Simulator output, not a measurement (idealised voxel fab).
The following is a process module called voxel self aligned contacts.
We display cut, a cross-section 195 nm in width whose square cells are each 5 nm.
Each cross-section below is a grid of square cells, stated as bands in top-down order, with one or more rows of cells making up each band. Within each band entry, the heights of the top and of the bottom of the band appear first, in that order and in nm; the materials of the band then follow from left to right, each with its corresponding width in nm. The designation "throughout" on a single material indicates that it fills the band from edge to edge; the designation "blank" indicates empty space. Heights are measured from 0, the level below which the as-received wafer is all one material; the lowest band has no bottom and continues downward, written as in "0 nm and below". The width entry "30->40" should be interpreted row by row: the top row of cells in the band takes the first number, the bottom row takes the second number, and the change between adjacent rows is uniform throughout. "nothing changed" -> step changed no cross-section cell. The entry titled "Catalogued sealed voids" provides the empty spaces that have no open way to the top, restricted to those of 8 cells or more. Each is presented as width x height at distance, the distance being measured from the left edge, with all three in nm. On a step's line, text after the settings is the simulator commenting on that step. You can add "overlay nm" to a step's line. For a step with a mask, it describes how far the mask lay to the right of its planned position, and a negative number describes a lay to the left.

## Steps in the process plan
1,RECEIVE | material Si
2,OXIDIZE | depth nm 5
3,DIRECTIONAL_DEP | material polySi | thk nm 20
4,DIRECTIONAL_DEP | material SiN | thk nm 20
5,MASKED_ETCH | tone cover | mask id GATE | width nm 35 | pitch nm 65 | etch materials SiN | depth nm 20 | overlay nm 0
6,MASKED_ETCH | tone cover | mask id GATE | width nm 35 | pitch nm 65 | etch materials polySi | depth nm 20 | overlay nm 0
7,CONFORMAL_DEP | material SiN | thk nm 5
8,DIRECTIONAL_ETCH | etch materials SiN | depth nm 5
9,FILL_DEP | material SiO2 | thk nm 20
10,CMP | height nm 50
11,MASKED_ETCH | tone open | mask id CONTACT | width nm 50 | etch materials SiO2 | depth nm 55 | overlay nm 0
12,CONFORMAL_DEP | material TiN | thk nm 5
13,FILL_DEP | material W | thk nm 10
14,CMP | height nm 50
15,CONFORMAL_DEP | material SiCN | thk nm 5

## Concerning the first of two wafers, which was run in accordance with the plan

## Step 1 complete: cross-section of the wafer as received
  0 nm and below: Si throughout
  Catalogued sealed voids: none

## After step 2, in cross-section
  0 nm to -5 nm: SiO2 throughout
  Rest of section, below -5: as before.

## After step 3, in cross-section
  20 nm to 0 nm: polySi throughout
  Rest of section, below 0: as before.

## After step 4, in cross-section
  40 nm to 20 nm: SiN throughout
  Rest of section, below 20: as before.

## After step 5, in cross-section
  40 nm to 20 nm: blank: 45 | SiN: 35 | blank: 30 | SiN: 35 | blank: 50
  Rest of section, below 20: as before.

## After step 6, in cross-section
  40 nm to 20 nm: blank: 45 | SiN: 35 | blank: 30 | SiN: 35 | blank: 50
  20 nm to 0 nm: blank: 45 | polySi: 35 | blank: 30 | polySi: 35 | blank: 50
  Rest of section, below 0: as before.

## After step 7, in cross-section
  45 nm to 20 nm: blank: 40 | SiN: 45 | blank: 20 | SiN: 45 | blank: 45
  20 nm to 5 nm: blank: 40 | SiN: 5 | polySi: 35 | SiN: 5 | blank: 20 | SiN: 5 | polySi: 35 | SiN: 5 | blank: 45
  5 nm to 0 nm: SiN: 45 | polySi: 35 | SiN: 30 | polySi: 35 | SiN: 50
  Rest of section, below 0: as before.

## After step 8, in cross-section
  40 nm to 20 nm: blank: 40 | SiN: 45 | blank: 20 | SiN: 45 | blank: 45
  20 nm to 0 nm: blank: 40 | SiN: 5 | polySi: 35 | SiN: 5 | blank: 20 | SiN: 5 | polySi: 35 | SiN: 5 | blank: 45
  Rest of section, below 0: as before.

## After step 9, in cross-section
  60 nm to 40 nm: SiO2 throughout
  40 nm to 20 nm: SiO2: 40 | SiN: 45 | SiO2: 20 | SiN: 45 | SiO2: 45
  20 nm to 0 nm: SiO2: 40 | SiN: 5 | polySi: 35 | SiN: 5 | SiO2: 20 | SiN: 5 | polySi: 35 | SiN: 5 | SiO2: 45
  Rest of section, below 0: as before.

## After step 10, in cross-section
  50 nm to 40 nm: SiO2 throughout
  Rest of section, below 40: as before.

## After step 11, in cross-section
  50 nm to 40 nm: SiO2: 70 | blank: 50 | SiO2: 75
  40 nm to 20 nm: SiO2: 40 | SiN: 45 | blank: 20 | SiN: 45 | SiO2: 45
  20 nm to 0 nm: SiO2: 40 | SiN: 5 | polySi: 35 | SiN: 5 | blank: 20 | SiN: 5 | polySi: 35 | SiN: 5 | SiO2: 45
  0 nm to -5 nm: SiO2: 85 | blank: 20 | SiO2: 90
  Rest of section, below -5: as before.

## After step 12, in cross-section
  55 nm to 50 nm: TiN: 75 | blank: 40 | TiN: 80
  50 nm to 40 nm: SiO2: 70 | TiN: 5->20 | blank: 40->10 | TiN: 5->20 | SiO2: 75
  40 nm to 20 nm: SiO2: 40 | SiN: 45 | TiN: 5 | blank: 10 | TiN: 5 | SiN: 45 | SiO2: 45
  20 nm to 0 nm: SiO2: 40 | SiN: 5 | polySi: 35 | SiN: 5 | TiN: 5 | blank: 10 | TiN: 5 | SiN: 5 | polySi: 35 | SiN: 5 | SiO2: 45
  0 nm to -5 nm: SiO2: 85 | TiN: 20 | SiO2: 90
  Rest of section, below -5: as before.

## After step 13, in cross-section
  65 nm to 55 nm: W throughout
  55 nm to 50 nm: TiN: 75 | W: 40 | TiN: 80
  50 nm to 40 nm: SiO2: 70 | TiN: 5->20 | W: 40->10 | TiN: 5->20 | SiO2: 75
  40 nm to 20 nm: SiO2: 40 | SiN: 45 | TiN: 5 | W: 10 | TiN: 5 | SiN: 45 | SiO2: 45
  20 nm to 0 nm: SiO2: 40 | SiN: 5 | polySi: 35 | SiN: 5 | TiN: 5 | W: 10 | TiN: 5 | SiN: 5 | polySi: 35 | SiN: 5 | SiO2: 45
  Rest of section, below 0: as before.

## After step 14, in cross-section
  50 nm to 40 nm: SiO2: 70 | TiN: 5->20 | W: 40->10 | TiN: 5->20 | SiO2: 75
  Rest of section, below 40: as before.

## After step 15, in cross-section
  55 nm to 50 nm: SiCN throughout
  Rest of section, below 50: as before.

## The second wafer was prepared from the same starting point and under the same plan as the first; its processing contained one mistake, and it remains indistinguishable from the first wafer up to and including step 3

## Cross-sectional representation of the second wafer at the time designated in the plan for the completion of step 4
  60 nm to 20 nm: SiN throughout
  Rest of section, below 20: as before.

## Cross-sectional representation of the second wafer at the time designated in the plan for the completion of step 5
  60 nm to 40 nm: blank: 45 | SiN: 35 | blank: 30 | SiN: 35 | blank: 50
  Rest of section, below 40: as before.

Cross-sectional representation of the second wafer at the time designated in the plan for the completion of step 6: nothing changed

## Cross-sectional representation of the second wafer at the time designated in the plan for the completion of step 7
  65 nm to 45 nm: blank: 40 | SiN: 45 | blank: 20 | SiN: 45 | blank: 45
  45 nm to 20 nm: SiN throughout
  Rest of section, below 20: as before.

## Cross-sectional representation of the second wafer at the time designated in the plan for the completion of step 8
  60 nm to 40 nm: blank: 40 | SiN: 45 | blank: 20 | SiN: 45 | blank: 45
  Rest of section, below 40: as before.

## Cross-sectional representation of the second wafer at the time designated in the plan for the completion of step 9
  80 nm to 60 nm: SiO2 throughout
  60 nm to 40 nm: SiO2: 40 | SiN: 45 | SiO2: 20 | SiN: 45 | SiO2: 45
  Rest of section, below 40: as before.

## Cross-sectional representation of the second wafer at the time designated in the plan for the completion of step 10
  50 nm to 40 nm: SiO2: 40 | SiN: 45 | SiO2: 20 | SiN: 45 | SiO2: 45
  Rest of section, below 40: as before.

## Cross-sectional representation of the second wafer at the time designated in the plan for the completion of step 11
  50 nm to 40 nm: SiO2: 40 | SiN: 45 | blank: 20 | SiN: 45 | SiO2: 45
  Rest of section, below 40: as before.

## Cross-sectional representation of the second wafer at the time designated in the plan for the completion of step 12
  55 nm to 50 nm: TiN: 90 | blank: 10 | TiN: 95
  50 nm to 45 nm: SiO2: 40 | SiN: 45 | TiN: 5 | blank: 10 | TiN: 5 | SiN: 45 | SiO2: 45
  45 nm to 40 nm: SiO2: 40 | SiN: 45 | TiN: 20 | SiN: 45 | SiO2: 45
  Rest of section, below 40: as before.

## Cross-sectional representation of the second wafer at the time designated in the plan for the completion of step 13
  65 nm to 55 nm: W throughout
  55 nm to 50 nm: TiN: 90 | W: 10 | TiN: 95
  50 nm to 45 nm: SiO2: 40 | SiN: 45 | TiN: 5 | W: 10 | TiN: 5 | SiN: 45 | SiO2: 45
  Rest of section, below 45: as before.

## Cross-sectional representation of the second wafer at the time designated in the plan for the completion of step 14
  50 nm to 45 nm: SiO2: 40 | SiN: 45 | TiN: 5 | W: 10 | TiN: 5 | SiN: 45 | SiO2: 45
  Rest of section, below 45: as before.

## Cross-sectional representation of the second wafer at the time designated in the plan for the completion of step 15
  55 nm to 50 nm: SiCN throughout
  Rest of section, below 50: as before.
Error vs. plan: step 4 of the plan was executed twice over
Counted in cells at the end, the second wafer holds more or fewer of these materials than the first: +104 SiN, -156 SiO2, -24 TiN, -24 W, +100 polySi
